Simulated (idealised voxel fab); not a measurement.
The process module that follows is named voxel wiring stack.
Xsec cut, 185 nm wide, square cell size 5 nm.
Think of the cross-section as a grid of square cells. We describe it in bands, top to bottom, and each band covers one or more rows of those cells.
The band entry comprises the height of the band's top followed by the height of its bottom, expressed in nm, and subsequently the band's materials from left to right, each stated together with its width in nm. Where a single material is marked with the word "everywhere", that material fills the band from edge to edge. The word "air" represents empty space.
Heights are measured from 0, the level below which the as-received wafer is all one material; the lowest band has no bottom and continues downward, written as in "top 0, no bottom".
It should be noted that a width expressed as "30 to 40" varies in equal increments from row to row of cells within the band, taking the value of the first number at the top row and that of the second number at the bottom row.
Step marked "no change"? Then no cell in the cross-section changed in it.
"Closed voids list": sealed empty spaces, 8 cells or more, no open way to top, listed width x height at distance, with distance from the left edge and width, height and distance in nm.
That trailing text on a step's line, after the settings, is the simulator's own remark on the step.
The "overlay nm" setting may appear on a step's line; for a step that uses a mask, it gives how far to the right of its planned position the mask lay, and a negative value indicates the left.
Each pair of cross-sections that follows straddles one process step: the one shows the state before the step, the other the state after it, down to the lowest band that changed and no further. The step in question, and its settings, are given under the pair. Note that a pair is not necessarily a continuation of the pair above it, since pairs can come from different runs of this module on the same starting wafer; it is a continuation only where its entry headed "Pre-process state" says so.

# Pre-process state
	top 165, bottom 140 = air 60 nm, then W 20 nm, then air 25 nm, then W 20 nm, then air 60 nm
	top 140, bottom 135 = TiN everywhere
	top 135, bottom 125 = lowk 60 nm, then Ru 15 nm, then lowk 30 nm, then Ru 15 nm, then lowk 65 nm
	top 125, bottom 120 = SiCN 60 nm, then Ru 15 nm, then SiCN 30 nm, then Ru 15 nm, then SiCN 65 nm
	top 120, bottom 95 = SiO2 60 nm, then TiN 5 nm, then Cu 10 nm, then TiN 5 nm, then SiO2 25 nm, then TiN 5 nm, then Cu 10 nm, then TiN 5 nm, then SiO2 60 nm
	top 95, bottom 90 = SiCN 60 nm, then TiN 20 nm, then SiCN 25 nm, then TiN 20 nm, then SiCN 60 nm
	top 90, bottom 80 = lowk 55 nm, then TiN 5 nm, then W 15 nm, then TiN 5 nm, then lowk 105 nm
	top 80, bottom 75 = SiCN 55 nm, then TiN 25 nm, then SiCN 105 nm
	top 75, bottom 60 = SiO2 60 nm, then TiN 5 nm, then Cu 10 nm, then TiN 5 nm, then SiO2 25 nm, then TiN 5 nm, then Cu 10 nm, then TiN 5 nm, then SiO2 60 nm
	top 60, bottom 55 = SiO2 60 nm, then TiN 5 nm, then Cu 5 nm, then TiN 10 nm, then SiO2 25 nm, then TiN 5 nm, then Cu 5 nm, then TiN 10 nm, then SiO2 60 nm
	top 55, bottom 40 = SiO2 60 nm, then TiN 5 nm, then Cu 5 nm, then TiN 5 nm, then SiO2 30 nm, then TiN 5 nm, then Cu 5 nm, then TiN 5 nm, then SiO2 65 nm
	top 40, bottom 35 = SiCN 60 nm, then TiN 15 nm, then SiCN 30 nm, then TiN 15 nm, then SiCN 65 nm
	top 35, bottom 20 = lowk 55 nm, then SiN 5 nm, then W 20 nm, then SiN 5 nm, then lowk 15 nm, then SiN 5 nm, then W 20 nm, then SiN 5 nm, then lowk 55 nm
	top 20, bottom 15 = SiN 60 nm, then TiN 20 nm, then SiN 25 nm, then TiN 20 nm, then SiN 60 nm
	top 15, bottom 0 = SiO2 everywhere
	top 0, no bottom = Si everywhere
	Closed voids list: none

# Resulting Cross-Section
	top 165, bottom 140 = air 60 nm, then W 20 nm, then air 25 nm, then W 20 nm, then air 60 nm
	top 140, bottom 135 = air 60 nm, then TiN 20 nm, then air 25 nm, then TiN 20 nm, then air 60 nm
	For the remainder of the cross-section, below 135, there is no change.
	Closed voids list: none
Operation between the pre and post cross-sections above: MASKED_ETCH with tone cover, mask id METAL_4, width nm 20, pitch nm 45, etch materials TiN, depth nm 5, overlay nm 0

Pre-process state: The initial state for this step is given by the after cross-section of the immediately preceding pair.

# Resulting Cross-Section
	top 170, bottom 165 = air 55 nm, then SiN 30 nm, then air 15 nm, then SiN 30 nm, then air 55 nm
	top 165, bottom 140 = air 55 nm, then SiN 5 nm, then W 20 nm, then SiN 5 nm, then air 15 nm, then SiN 5 nm, then W 20 nm, then SiN 5 nm, then air 55 nm
	top 140, bottom 135 = SiN 60 nm, then TiN 20 nm, then SiN 25 nm, then TiN 20 nm, then SiN 60 nm
	For the remainder of the cross-section, below 135, there is no change.
	Closed voids list: none
Operation between the pre and post cross-sections above: CONFORMAL_DEP with material SiN, thk nm 5

Pre-process state: The initial state for this step is given by the after cross-section of the immediately preceding pair.

# Resulting Cross-Section
	top 180, bottom 170 = SiO2 everywhere
	top 170, bottom 165 = SiO2 55 nm, then SiN 30 nm, then SiO2 15 nm, then SiN 30 nm, then SiO2 55 nm
	top 165, bottom 140 = SiO2 55 nm, then SiN 5 nm, then W 20 nm, then SiN 5 nm, then SiO2 15 nm, then SiN 5 nm, then W 20 nm, then SiN 5 nm, then SiO2 55 nm
	For the remainder of the cross-section, below 140, there is no change.
	Closed voids list: none
Operation between the pre and post cross-sections above: FILL_DEP with material SiO2, thk nm 10

Pre-process state: The initial state for this step is given by the after cross-section of the immediately preceding pair.

# Resulting Cross-Section
	top 165, bottom 140 = SiO2 55 nm, then SiN 5 nm, then W 20 nm, then SiN 5 nm, then SiO2 15 nm, then SiN 5 nm, then W 20 nm, then SiN 5 nm, then SiO2 55 nm
	For the remainder of the cross-section, below 140, there is no change.
	Closed voids list: none
Operation between the pre and post cross-sections above: CMP with height nm 165

Pre-process state: The initial state for this step is given by the after cross-section of the immediately preceding pair.

# Resulting Cross-Section
	top 170, bottom 165 = SiN everywhere
	For the remainder of the cross-section, below 165, there is no change.
	Closed voids list: none
Operation between the pre and post cross-sections above: CONFORMAL_DEP with material SiN, thk nm 5

# Pre-process state
	top 35, bottom 20 = W everywhere
	top 20, bottom 15 = TiN everywhere
	top 15, bottom 0 = SiO2 everywhere
	top 0, no bottom = Si everywhere
	Closed voids list: none

# Resulting Cross-Section
	top 55, bottom 35 = air 70 nm, then resist 20 nm, then air 25 nm, then resist 20 nm, then air 50 nm
	For the remainder of the cross-section, below 35, there is no change.
	Closed voids list: none
Operation between the pre and post cross-sections above: PATTERN with tone cover, mask id METAL_1, material resist, width nm 20, pitch nm 45, thk nm 20, overlay nm 10

Pre-process state: The initial state for this step is given by the after cross-section of the immediately preceding pair.

# Resulting Cross-Section
	top 55, bottom 35 = air 70 nm, then resist 20 nm, then air 25 nm, then resist 20 nm, then air 50 nm
	top 35, bottom 20 = air 70 nm, then W 20 nm, then air 25 nm, then W 20 nm, then air 50 nm
	For the remainder of the cross-section, below 20, there is no change.
	Closed voids list: none
Operation between the pre and post cross-sections above: DIRECTIONAL_ETCH with etch materials W, depth nm 15

Pre-process state: The initial state for this step is given by the after cross-section of the immediately preceding pair.

# Resulting Cross-Section
	top 55, bottom 35 = air 70 nm, then resist 20 nm, then air 25 nm, then resist 20 nm, then air 50 nm
	top 35, bottom 20 = air 70 nm, then W 20 nm, then air 25 nm, then W 20 nm, then air 50 nm
	top 20, bottom 15 = air 70 nm, then TiN 20 nm, then air 25 nm, then TiN 20 nm, then air 50 nm
	For the remainder of the cross-section, below 15, there is no change.
	Closed voids list: none
Operation between the pre and post cross-sections above: DIRECTIONAL_ETCH with etch materials TiN, depth nm 5

Pre-process state: The initial state for this step is given by the after cross-section of the immediately preceding pair.

# Resulting Cross-Section
	top 35, bottom 20 = air 70 nm, then W 20 nm, then air 25 nm, then W 20 nm, then air 50 nm
	For the remainder of the cross-section, below 20, there is no change.
	Closed voids list: none
Operation between the pre and post cross-sections above: STRIP with etch materials resist

Pre-process state: The initial state for this step is given by the after cross-section of the immediately preceding pair.

# Resulting Cross-Section
	top 40, bottom 35 = air 65 nm, then SiN 30 nm, then air 15 nm, then SiN 30 nm, then air 45 nm
	top 35, bottom 20 = air 65 nm, then SiN 5 nm, then W 20 nm, then SiN 5 nm, then air 15 nm, then SiN 5 nm, then W 20 nm, then SiN 5 nm, then air 45 nm
	top 20, bottom 15 = SiN 70 nm, then TiN 20 nm, then SiN 25 nm, then TiN 20 nm, then SiN 50 nm
	For the remainder of the cross-section, below 15, there is no change.
	Closed voids list: none
Operation between the pre and post cross-sections above: CONFORMAL_DEP with material SiN, thk nm 5

Pre-process state: The initial state for this step is given by the after cross-section of the immediately preceding pair.

# Resulting Cross-Section
	top 45, bottom 40 = lowk everywhere
	top 40, bottom 35 = lowk 65 nm, then SiN 30 nm, then lowk 15 nm, then SiN 30 nm, then lowk 45 nm
	top 35, bottom 20 = lowk 65 nm, then SiN 5 nm, then W 20 nm, then SiN 5 nm, then lowk 15 nm, then SiN 5 nm, then W 20 nm, then SiN 5 nm, then lowk 45 nm
	For the remainder of the cross-section, below 20, there is no change.
	Closed voids list: none
Operation between the pre and post cross-sections above: FILL_DEP with material lowk, thk nm 5

Pre-process state: The initial state for this step is given by the after cross-section of the immediately preceding pair.

# Resulting Cross-Section
	top 35, bottom 20 = lowk 65 nm, then SiN 5 nm, then W 20 nm, then SiN 5 nm, then lowk 15 nm, then SiN 5 nm, then W 20 nm, then SiN 5 nm, then lowk 45 nm
	For the remainder of the cross-section, below 20, there is no change.
	Closed voids list: none
Operation between the pre and post cross-sections above: CMP with height nm 35

Pre-process state: The initial state for this step is given by the after cross-section of the immediately preceding pair.

# Resulting Cross-Section
	top 40, bottom 35 = SiCN everywhere
	For the remainder of the cross-section, below 35, there is no change.
	Closed voids list: none
Operation between the pre and post cross-sections above: CONFORMAL_DEP with material SiCN, thk nm 5

Pre-process state: The initial state for this step is given by the after cross-section of the immediately preceding pair.

# Resulting Cross-Section
	top 75, bottom 40 = SiO2 everywhere
	For the remainder of the cross-section, below 40, there is no change.
	Closed voids list: none
Operation between the pre and post cross-sections above: DIRECTIONAL_DEP with material SiO2, thk nm 35

Pre-process state: The initial state for this step is given by the after cross-section of the immediately preceding pair.

# Resulting Cross-Section
	top 75, bottom 55 = SiO2 60 nm, then air 20 nm, then SiO2 25 nm, then air 20 nm, then SiO2 60 nm
	For the remainder of the cross-section, below 55, there is no change.
	Closed voids list: none
Operation between the pre and post cross-sections above: MASKED_ETCH with tone open, mask id METAL_2, width nm 20, pitch nm 45, etch materials SiO2, depth nm 20, overlay nm 0

Pre-process state: The initial state for this step is given by the after cross-section of the immediately preceding pair.

# Resulting Cross-Section
	top 90, bottom 75 = aC 60 nm, then air 20 nm, then aC 25 nm, then air 20 nm, then aC 60 nm
	top 75, bottom 70 = SiO2 60 nm, then air 20 nm, then SiO2 25 nm, then air 20 nm, then SiO2 60 nm
	top 70, bottom 55 = SiO2 60 nm, then aC 20 nm, then SiO2 25 nm, then aC 20 nm, then SiO2 60 nm
	For the remainder of the cross-section, below 55, there is no change.
	Closed voids list: none
Operation between the pre and post cross-sections above: DIRECTIONAL_DEP with material aC, thk nm 15

Pre-process state: The initial state for this step is given by the after cross-section of the immediately preceding pair.

# Resulting Cross-Section
	top 125, bottom 90 = resist 60 nm, then air 15 nm, then resist 30 nm, then air 15 nm, then resist 65 nm
	top 90, bottom 75 = aC 60 nm, then air 15 nm, then resist 5 nm, then aC 25 nm, then air 15 nm, then resist 5 nm, then aC 60 nm
	top 75, bottom 70 = SiO2 60 nm, then air 15 nm, then resist 5 nm, then SiO2 25 nm, then air 15 nm, then resist 5 nm, then SiO2 60 nm
	For the remainder of the cross-section, below 70, there is no change.
	Closed voids list: none
Operation between the pre and post cross-sections above: PATTERN with tone open, mask id METAL_2_HOLES, material resist, width nm 15, pitch nm 45, thk nm 35, overlay nm 0

Pre-process state: The initial state for this step is given by the after cross-section of the immediately preceding pair.

# Resulting Cross-Section
	top 110, bottom 90 = resist 60 nm, then air 15 nm, then resist 30 nm, then air 15 nm, then resist 65 nm
	top 90, bottom 75 = aC 60 nm, then air 15 nm, then resist 5 nm, then aC 25 nm, then air 15 nm, then resist 5 nm, then aC 60 nm
	top 75, bottom 70 = SiO2 60 nm, then air 15 nm, then resist 5 nm, then SiO2 25 nm, then air 15 nm, then resist 5 nm, then SiO2 60 nm
	top 70, bottom 55 = SiO2 60 nm, then air 15 nm, then aC 5 nm, then SiO2 25 nm, then air 15 nm, then aC 5 nm, then SiO2 60 nm
	For the remainder of the cross-section, below 55, there is no change.
	Closed voids list: none
Operation between the pre and post cross-sections above: DIRECTIONAL_ETCH with etch materials aC, depth nm 15

Pre-process state: The initial state for this step is given by the after cross-section of the immediately preceding pair.

# Resulting Cross-Section
	top 90, bottom 75 = aC 60 nm, then air 20 nm, then aC 25 nm, then air 20 nm, then aC 60 nm
	top 75, bottom 70 = SiO2 60 nm, then air 20 nm, then SiO2 25 nm, then air 20 nm, then SiO2 60 nm
	For the remainder of the cross-section, below 70, there is no change.
	Closed voids list: none
Operation between the pre and post cross-sections above: STRIP with etch materials resist

Pre-process state: The initial state for this step is given by the after cross-section of the immediately preceding pair.

# Resulting Cross-Section
	top 90, bottom 75 = aC 60 nm, then air 20 nm, then aC 25 nm, then air 20 nm, then aC 60 nm
	top 75, bottom 70 = SiO2 60 nm, then air 20 nm, then SiO2 25 nm, then air 20 nm, then SiO2 60 nm
	top 70, bottom 55 = SiO2 60 nm, then air 15 nm, then aC 5 nm, then SiO2 25 nm, then air 15 nm, then aC 5 nm, then SiO2 60 nm
	top 55, bottom 40 = SiO2 60 nm, then air 15 nm, then SiO2 30 nm, then air 15 nm, then SiO2 65 nm
	For the remainder of the cross-section, below 40, there is no change.
	Closed voids list: none
Operation between the pre and post cross-sections above: DIRECTIONAL_ETCH with etch materials SiO2, depth nm 15

Pre-process state: The initial state for this step is given by the after cross-section of the immediately preceding pair.

# Resulting Cross-Section
	top 90, bottom 75 = aC 60 nm, then air 20 nm, then aC 25 nm, then air 20 nm, then aC 60 nm
	top 75, bottom 70 = SiO2 60 nm, then air 20 nm, then SiO2 25 nm, then air 20 nm, then SiO2 60 nm
	top 70, bottom 55 = SiO2 60 nm, then air 15 nm, then aC 5 nm, then SiO2 25 nm, then air 15 nm, then aC 5 nm, then SiO2 60 nm
	top 55, bottom 40 = SiO2 60 nm, then air 15 nm, then SiO2 30 nm, then air 15 nm, then SiO2 65 nm
	top 40, bottom 35 = SiCN 60 nm, then air 15 nm, then SiCN 30 nm, then air 15 nm, then SiCN 65 nm
	For the remainder of the cross-section, below 35, there is no change.
	Closed voids list: none
Operation between the pre and post cross-sections above: DIRECTIONAL_ETCH with etch materials SiCN, depth nm 5

Pre-process state: The initial state for this step is given by the after cross-section of the immediately preceding pair.

# Resulting Cross-Section
	top 75, bottom 55 = SiO2 60 nm, then air 20 nm, then SiO2 25 nm, then air 20 nm, then SiO2 60 nm
	For the remainder of the cross-section, below 55, there is no change.
	Closed voids list: none
Operation between the pre and post cross-sections above: STRIP with etch materials aC

Pre-process state: The initial state for this step is given by the after cross-section of the immediately preceding pair.

# Resulting Cross-Section
	top 80, bottom 75 = TiN 65 nm, then air 10 nm, then TiN 35 nm, then air 10 nm, then TiN 65 nm
	top 75, bottom 60 = SiO2 60 nm, then TiN 5 nm, then air 10 nm, then TiN 5 nm, then SiO2 25 nm, then TiN 5 nm, then air 10 nm, then TiN 5 nm, then SiO2 60 nm
	top 60, bottom 55 = SiO2 60 nm, then TiN 5 nm, then air 5 nm, then TiN 10 nm, then SiO2 25 nm, then TiN 5 nm, then air 5 nm, then TiN 10 nm, then SiO2 60 nm
	top 55, bottom 40 = SiO2 60 nm, then TiN 5 nm, then air 5 nm, then TiN 5 nm, then SiO2 30 nm, then TiN 5 nm, then air 5 nm, then TiN 5 nm, then SiO2 65 nm
	top 40, bottom 35 = SiCN 60 nm, then TiN 15 nm, then SiCN 30 nm, then TiN 15 nm, then SiCN 65 nm
	For the remainder of the cross-section, below 35, there is no change.
	Closed voids list: none
Operation between the pre and post cross-sections above: CONFORMAL_DEP with material TiN, thk nm 5

Pre-process state: The initial state for this step is given by the after cross-section of the immediately preceding pair.

# Resulting Cross-Section
	top 85, bottom 80 = Cu everywhere
	top 80, bottom 75 = TiN 65 nm, then Cu 10 nm, then TiN 35 nm, then Cu 10 nm, then TiN 65 nm
	top 75, bottom 60 = SiO2 60 nm, then TiN 5 nm, then Cu 10 nm, then TiN 5 nm, then SiO2 25 nm, then TiN 5 nm, then Cu 10 nm, then TiN 5 nm, then SiO2 60 nm
	top 60, bottom 55 = SiO2 60 nm, then TiN 5 nm, then Cu 5 nm, then TiN 10 nm, then SiO2 25 nm, then TiN 5 nm, then Cu 5 nm, then TiN 10 nm, then SiO2 60 nm
	top 55, bottom 40 = SiO2 60 nm, then TiN 5 nm, then Cu 5 nm, then TiN 5 nm, then SiO2 30 nm, then TiN 5 nm, then Cu 5 nm, then TiN 5 nm, then SiO2 65 nm
	For the remainder of the cross-section, below 40, there is no change.
	Closed voids list: none
Operation between the pre and post cross-sections above: FILL_DEP with material Cu, thk nm 5

Pre-process state: The initial state for this step is given by the after cross-section of the immediately preceding pair.

# Resulting Cross-Section
	top 75, bottom 60 = SiO2 60 nm, then TiN 5 nm, then Cu 10 nm, then TiN 5 nm, then SiO2 25 nm, then TiN 5 nm, then Cu 10 nm, then TiN 5 nm, then SiO2 60 nm
	For the remainder of the cross-section, below 60, there is no change.
	Closed voids list: none
Operation between the pre and post cross-sections above: CMP with height nm 75

Pre-process state: The initial state for this step is given by the after cross-section of the immediately preceding pair.

# Resulting Cross-Section
	top 80, bottom 75 = SiCN everywhere
	For the remainder of the cross-section, below 75, there is no change.
	Closed voids list: none
Operation between the pre and post cross-sections above: CONFORMAL_DEP with material SiCN, thk nm 5

Pre-process state: The initial state for this step is given by the after cross-section of the immediately preceding pair.

# Resulting Cross-Section
	top 90, bottom 80 = lowk everywhere
	For the remainder of the cross-section, below 80, there is no change.
	Closed voids list: none
Operation between the pre and post cross-sections above: DIRECTIONAL_DEP with material lowk, thk nm 10

Pre-process state: The initial state for this step is given by the after cross-section of the immediately preceding pair.

# Resulting Cross-Section
	top 110, bottom 90 = resist 60 nm, then air 15 nm, then resist 110 nm
	For the remainder of the cross-section, below 90, there is no change.
	Closed voids list: none
Operation between the pre and post cross-sections above: PATTERN with tone open, mask id PLUG_2, material resist, width nm 15, thk nm 20, overlay nm 0

Pre-process state: The initial state for this step is given by the after cross-section of the immediately preceding pair.

# Resulting Cross-Section
	top 110, bottom 90 = resist 60 nm, then air 15 nm, then resist 110 nm
	top 90, bottom 80 = lowk 60 nm, then air 15 nm, then lowk 110 nm
	For the remainder of the cross-section, below 80, there is no change.
	Closed voids list: none
Operation between the pre and post cross-sections above: DIRECTIONAL_ETCH with etch materials lowk, depth nm 10

Pre-process state: The initial state for this step is given by the after cross-section of the immediately preceding pair.

# Resulting Cross-Section
	top 110, bottom 90 = resist 60 nm, then air 15 nm, then resist 110 nm
	top 90, bottom 80 = lowk 60 nm, then air 15 nm, then lowk 110 nm
	top 80, bottom 75 = SiCN 60 nm, then air 15 nm, then SiCN 110 nm
	For the remainder of the cross-section, below 75, there is no change.
	Closed voids list: none
Operation between the pre and post cross-sections above: DIRECTIONAL_ETCH with etch materials SiCN, depth nm 5

Pre-process state: The initial state for this step is given by the after cross-section of the immediately preceding pair.

# Resulting Cross-Section
	top 90, bottom 80 = lowk 60 nm, then air 15 nm, then lowk 110 nm
	For the remainder of the cross-section, below 80, there is no change.
	Closed voids list: none
Operation between the pre and post cross-sections above: STRIP with etch materials resist

Pre-process state: The initial state for this step is given by the after cross-section of the immediately preceding pair.

# Resulting Cross-Section
	top 95, bottom 90 = TiN 65 nm, then air 5 nm, then TiN 115 nm
	top 90, bottom 80 = lowk 60 nm, then TiN 5 nm, then air 5 nm, then TiN 5 nm, then lowk 110 nm
	top 80, bottom 75 = SiCN 60 nm, then TiN 15 nm, then SiCN 110 nm
	For the remainder of the cross-section, below 75, there is no change.
	Closed voids list: none
Operation between the pre and post cross-sections above: CONFORMAL_DEP with material TiN, thk nm 5

Pre-process state: The initial state for this step is given by the after cross-section of the immediately preceding pair.

# Resulting Cross-Section
	top 100, bottom 95 = W everywhere
	top 95, bottom 90 = TiN 65 nm, then W 5 nm, then TiN 115 nm
	top 90, bottom 80 = lowk 60 nm, then TiN 5 nm, then W 5 nm, then TiN 5 nm, then lowk 110 nm
	For the remainder of the cross-section, below 80, there is no change.
	Closed voids list: none
Operation between the pre and post cross-sections above: FILL_DEP with material W, thk nm 5

Pre-process state: The initial state for this step is given by the after cross-section of the immediately preceding pair.

# Resulting Cross-Section
	top 90, bottom 80 = lowk 60 nm, then TiN 5 nm, then W 5 nm, then TiN 5 nm, then lowk 110 nm
	For the remainder of the cross-section, below 80, there is no change.
	Closed voids list: none
Operation between the pre and post cross-sections above: CMP with height nm 90

Pre-process state: The initial state for this step is given by the after cross-section of the immediately preceding pair.

# Resulting Cross-Section
	top 95, bottom 90 = SiCN everywhere
	For the remainder of the cross-section, below 90, there is no change.
	Closed voids list: none
Operation between the pre and post cross-sections above: CONFORMAL_DEP with material SiCN, thk nm 5

Pre-process state: The initial state for this step is given by the after cross-section of the immediately preceding pair.

# Resulting Cross-Section
	top 120, bottom 95 = SiO2 everywhere
	For the remainder of the cross-section, below 95, there is no change.
	Closed voids list: none
Operation between the pre and post cross-sections above: DIRECTIONAL_DEP with material SiO2, thk nm 25

Pre-process state: The initial state for this step is given by the after cross-section of the immediately preceding pair.

# Resulting Cross-Section
	top 140, bottom 120 = resist 60 nm, then air 20 nm, then resist 25 nm, then air 20 nm, then resist 60 nm
	For the remainder of the cross-section, below 120, there is no change.
	Closed voids list: none
Operation between the pre and post cross-sections above: PATTERN with tone open, mask id METAL_3, material resist, width nm 20, pitch nm 45, thk nm 20, overlay nm 0

Pre-process state: The initial state for this step is given by the after cross-section of the immediately preceding pair.

# Resulting Cross-Section
	top 140, bottom 120 = resist 60 nm, then air 20 nm, then resist 25 nm, then air 20 nm, then resist 60 nm
	top 120, bottom 95 = SiO2 60 nm, then air 20 nm, then SiO2 25 nm, then air 20 nm, then SiO2 60 nm
	For the remainder of the cross-section, below 95, there is no change.
	Closed voids list: none
Operation between the pre and post cross-sections above: DIRECTIONAL_ETCH with etch materials SiO2, depth nm 25

Pre-process state: The initial state for this step is given by the after cross-section of the immediately preceding pair.

# Resulting Cross-Section
	top 140, bottom 120 = resist 60 nm, then air 20 nm, then resist 25 nm, then air 20 nm, then resist 60 nm
	top 120, bottom 95 = SiO2 60 nm, then air 20 nm, then SiO2 25 nm, then air 20 nm, then SiO2 60 nm
	top 95, bottom 90 = SiCN 60 nm, then air 20 nm, then SiCN 25 nm, then air 20 nm, then SiCN 60 nm
	For the remainder of the cross-section, below 90, there is no change.
	Closed voids list: none
Operation between the pre and post cross-sections above: DIRECTIONAL_ETCH with etch materials SiCN, depth nm 5

Pre-process state: The initial state for this step is given by the after cross-section of the immediately preceding pair.

# Resulting Cross-Section
	top 120, bottom 95 = SiO2 60 nm, then air 20 nm, then SiO2 25 nm, then air 20 nm, then SiO2 60 nm
	For the remainder of the cross-section, below 95, there is no change.
	Closed voids list: none
Operation between the pre and post cross-sections above: STRIP with etch materials resist

Pre-process state: The initial state for this step is given by the after cross-section of the immediately preceding pair.

# Resulting Cross-Section
	top 125, bottom 120 = TiN 65 nm, then air 10 nm, then TiN 35 nm, then air 10 nm, then TiN 65 nm
	top 120, bottom 95 = SiO2 60 nm, then TiN 5 nm, then air 10 nm, then TiN 5 nm, then SiO2 25 nm, then TiN 5 nm, then air 10 nm, then TiN 5 nm, then SiO2 60 nm
	top 95, bottom 90 = SiCN 60 nm, then TiN 20 nm, then SiCN 25 nm, then TiN 20 nm, then SiCN 60 nm
	For the remainder of the cross-section, below 90, there is no change.
	Closed voids list: none
Operation between the pre and post cross-sections above: CONFORMAL_DEP with material TiN, thk nm 5

Pre-process state: The initial state for this step is given by the after cross-section of the immediately preceding pair.

# Resulting Cross-Section
	top 135, bottom 125 = Cu everywhere
	top 125, bottom 120 = TiN 65 nm, then Cu 10 nm, then TiN 35 nm, then Cu 10 nm, then TiN 65 nm
	top 120, bottom 95 = SiO2 60 nm, then TiN 5 nm, then Cu 10 nm, then TiN 5 nm, then SiO2 25 nm, then TiN 5 nm, then Cu 10 nm, then TiN 5 nm, then SiO2 60 nm
	For the remainder of the cross-section, below 95, there is no change.
	Closed voids list: none
Operation between the pre and post cross-sections above: FILL_DEP with material Cu, thk nm 10

Pre-process state: The initial state for this step is given by the after cross-section of the immediately preceding pair.

# Resulting Cross-Section
	top 120, bottom 95 = SiO2 60 nm, then TiN 5 nm, then Cu 10 nm, then TiN 5 nm, then SiO2 25 nm, then TiN 5 nm, then Cu 10 nm, then TiN 5 nm, then SiO2 60 nm
	For the remainder of the cross-section, below 95, there is no change.
	Closed voids list: none
Operation between the pre and post cross-sections above: CMP with height nm 120

Pre-process state: The initial state for this step is given by the after cross-section of the immediately preceding pair.

# Resulting Cross-Section
	top 125, bottom 120 = SiCN everywhere
	For the remainder of the cross-section, below 120, there is no change.
	Closed voids list: none
Operation between the pre and post cross-sections above: CONFORMAL_DEP with material SiCN, thk nm 5

Pre-process state: The initial state for this step is given by the after cross-section of the immediately preceding pair.

# Resulting Cross-Section
	top 135, bottom 125 = lowk everywhere
	For the remainder of the cross-section, below 125, there is no change.
	Closed voids list: none
Operation between the pre and post cross-sections above: DIRECTIONAL_DEP with material lowk, thk nm 10

Pre-process state: The initial state for this step is given by the after cross-section of the immediately preceding pair.

# Resulting Cross-Section
	top 150, bottom 135 = resist 60 nm, then air 15 nm, then resist 30 nm, then air 15 nm, then resist 65 nm
	For the remainder of the cross-section, below 135, there is no change.
	Closed voids list: none
Operation between the pre and post cross-sections above: PATTERN with tone open, mask id PLUG_3, material resist, width nm 15, pitch nm 45, thk nm 15, overlay nm 0

Pre-process state: The initial state for this step is given by the after cross-section of the immediately preceding pair.

# Resulting Cross-Section
	top 150, bottom 135 = resist 60 nm, then air 15 nm, then resist 30 nm, then air 15 nm, then resist 65 nm
	top 135, bottom 125 = lowk 60 nm, then air 15 nm, then lowk 30 nm, then air 15 nm, then lowk 65 nm
	For the remainder of the cross-section, below 125, there is no change.
	Closed voids list: none
Operation between the pre and post cross-sections above: DIRECTIONAL_ETCH with etch materials lowk, depth nm 10

Pre-process state: The initial state for this step is given by the after cross-section of the immediately preceding pair.

# Resulting Cross-Section
	top 150, bottom 135 = resist 60 nm, then air 15 nm, then resist 30 nm, then air 15 nm, then resist 65 nm
	top 135, bottom 125 = lowk 60 nm, then air 15 nm, then lowk 30 nm, then air 15 nm, then lowk 65 nm
	top 125, bottom 120 = SiCN 60 nm, then air 15 nm, then SiCN 30 nm, then air 15 nm, then SiCN 65 nm
	For the remainder of the cross-section, below 120, there is no change.
	Closed voids list: none
Operation between the pre and post cross-sections above: DIRECTIONAL_ETCH with etch materials SiCN, depth nm 5

Pre-process state: The initial state for this step is given by the after cross-section of the immediately preceding pair.

# Resulting Cross-Section
	top 135, bottom 125 = lowk 60 nm, then air 15 nm, then lowk 30 nm, then air 15 nm, then lowk 65 nm
	For the remainder of the cross-section, below 125, there is no change.
	Closed voids list: none
Operation between the pre and post cross-sections above: STRIP with etch materials resist

Pre-process state: The initial state for this step is given by the after cross-section of the immediately preceding pair.

# Resulting Cross-Section
	top 135, bottom 130 = lowk 60 nm, then air 15 nm, then lowk 30 nm, then air 15 nm, then lowk 65 nm
	top 130, bottom 125 = lowk 60 nm, then Ru 15 nm, then lowk 30 nm, then Ru 15 nm, then lowk 65 nm
	top 125, bottom 120 = SiCN 60 nm, then Ru 15 nm, then SiCN 30 nm, then Ru 15 nm, then SiCN 65 nm
	For the remainder of the cross-section, below 120, there is no change.
	Closed voids list: none
Operation between the pre and post cross-sections above: EPI with material Ru, thk nm 10

Pre-process state: The initial state for this step is given by the after cross-section of the immediately preceding pair.

# Resulting Cross-Section
	top 135, bottom 125 = lowk 60 nm, then Ru 15 nm, then lowk 30 nm, then Ru 15 nm, then lowk 65 nm
	For the remainder of the cross-section, below 125, there is no change.
	Closed voids list: none
Operation between the pre and post cross-sections above: EPI with material Ru, thk nm 5

Pre-process state: The initial state for this step is given by the after cross-section of the immediately preceding pair.

# Resulting Cross-Section
	top 140, bottom 135 = TiN everywhere
	For the remainder of the cross-section, below 135, there is no change.
	Closed voids list: none
Operation between the pre and post cross-sections above: DIRECTIONAL_DEP with material TiN, thk nm 5

Pre-process state: The initial state for this step is given by the after cross-section of the immediately preceding pair.

# Resulting Cross-Section
	top 165, bottom 140 = W everywhere
	For the remainder of the cross-section, below 140, there is no change.
	Closed voids list: none
Operation between the pre and post cross-sections above: DIRECTIONAL_DEP with material W, thk nm 25

Pre-process state: The initial state for this step is given by the after cross-section of the immediately preceding pair.

# Resulting Cross-Section
	top 165, bottom 140 = air 60 nm, then W 20 nm, then air 25 nm, then W 20 nm, then air 60 nm
	For the remainder of the cross-section, below 140, there is no change.
	Closed voids list: none
Operation between the pre and post cross-sections above: MASKED_ETCH with tone cover, mask id METAL_4, width nm 20, pitch nm 45, etch materials W, depth nm 25, overlay nm 0

Pre-process state: The initial state for this step is given by the after cross-section of the immediately preceding pair.

# Resulting Cross-Section
	top 165, bottom 140 = air 60 nm, then W 20 nm, then air 25 nm, then W 20 nm, then air 60 nm
	top 140, bottom 135 = air 60 nm, then TiN 20 nm, then air 25 nm, then TiN 20 nm, then air 60 nm
	For the remainder of the cross-section, below 135, there is no change.
	Closed voids list: none
Operation between the pre and post cross-sections above: MASKED_ETCH with tone cover, mask id METAL_4, width nm 20, pitch nm 45, etch materials TiN, depth nm 5, overlay nm 0

Pre-process state: The initial state for this step is given by the after cross-section of the immediately preceding pair.

# Resulting Cross-Section
	top 170, bottom 165 = air 55 nm, then SiN 30 nm, then air 15 nm, then SiN 30 nm, then air 55 nm
	top 165, bottom 140 = air 55 nm, then SiN 5 nm, then W 20 nm, then SiN 5 nm, then air 15 nm, then SiN 5 nm, then W 20 nm, then SiN 5 nm, then air 55 nm
	top 140, bottom 135 = SiN 60 nm, then TiN 20 nm, then SiN 25 nm, then TiN 20 nm, then SiN 60 nm
	For the remainder of the cross-section, below 135, there is no change.
	Closed voids list: none
Operation between the pre and post cross-sections above: CONFORMAL_DEP with material SiN, thk nm 5
